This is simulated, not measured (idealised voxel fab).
You're looking at the process module voxel fin reveal.
The width of the displayed cross-section, cut, is 150 nm; its cells are square, with a size of 5 nm.
In this document a cross-section is written as a grid of square cells. It is given as a series of bands, listed from the top down, and a band is one or more rows of cells. Within each band entry, the heights of the top and of the bottom of the band appear first, in that order and in nm; the materials of the band then follow from left to right, each with its corresponding width in nm. The designation "everywhere" on a single material indicates that it fills the band from edge to edge; the designation "empty" indicates empty space. The reference from which all heights are counted is 0, the level beneath which the as-received wafer is entirely one material; the lowest band, having no lower bound, proceeds downward and is written after the example "top 0, no bottom". Width: "30->40" (first number = top row, second number = bottom row, same change from row to row of cells). "all unchanged" after a step means that no cell of the cross-section changed. The label "Sealed voids" introduces a list of the empty spaces, 8 cells or larger, that have no open way up to the top; each entry in it reads width x height at distance, where the distance is taken from the left edge and all three are stated in nm. It should be noted that, on the line of a given step, the content following the step's settings is a remark produced by the simulator itself with respect to that step. When a step includes a mask, the "overlay nm" setting on its line states how far to the right of its planned place that mask lay, and negative values state how far to the left.
Planned step list for the process
1,RECEIVE with material Si
2,CONFORMAL_DEP with material SiN, thk nm 10
3,PATTERN with tone cover, mask id FINS, material resist, width nm 15, pitch nm 40, thk nm 15, overlay nm 0
4,DIRECTIONAL_ETCH with etch materials SiN, depth nm 10
5,DIRECTIONAL_ETCH with etch materials Si, depth nm 30
6,STRIP with etch materials resist
7,FILL_DEP with material SiO2, thk nm 5
8,CMP with height nm 10
9,SELECTIVE_ETCH with etch materials SiO2, depth nm 25
10,STRIP with etch materials SiN
11,CONFORMAL_DEP with material HfO2, thk nm 5
Wafer at receipt (post step 1), cross-section
* top 0, no bottom | Si everywhere
* Sealed voids: none
First of two wafers, end-of-module section, run followed plan
* top 5, bottom 0 | 20 empty, then 25 HfO2, then 15 empty, then 25 HfO2, then 15 empty, then 25 HfO2, then 25 empty
* top 0, bottom -10 | 20 empty, then 5 HfO2, then 15 Si, then 5 HfO2, then 15 empty, then 5 HfO2, then 15 Si, then 5 HfO2, then 15 empty, then 5 HfO2, then 15 Si, then 5 HfO2, then 25 empty
* top -10, bottom -15 | 25 HfO2, then 15 Si, then 25 HfO2, then 15 Si, then 25 HfO2, then 15 Si, then 30 HfO2
* top -15, bottom -30 | 25 SiO2, then 15 Si, then 25 SiO2, then 15 Si, then 25 SiO2, then 15 Si, then 30 SiO2
* top -30, no bottom | Si everywhere
* Sealed voids: none
End-of-module cross-section of the second wafer: identical starting point and process plan to the first, with one processing mistake
* top 0, bottom -15 | 25 empty, then 15 Si, then 25 empty, then 15 Si, then 25 empty, then 15 Si, then 30 empty
* top -15, bottom -30 | 25 SiO2, then 15 Si, then 25 SiO2, then 15 Si, then 25 SiO2, then 15 Si, then 30 SiO2
* top -30, no bottom | Si everywhere
* Sealed voids: none
what went wrong: step 11 of the plan was bypassed and not carried out
Cell-count delta at end, second wafer over first, by material: 48 fewer of HfO2
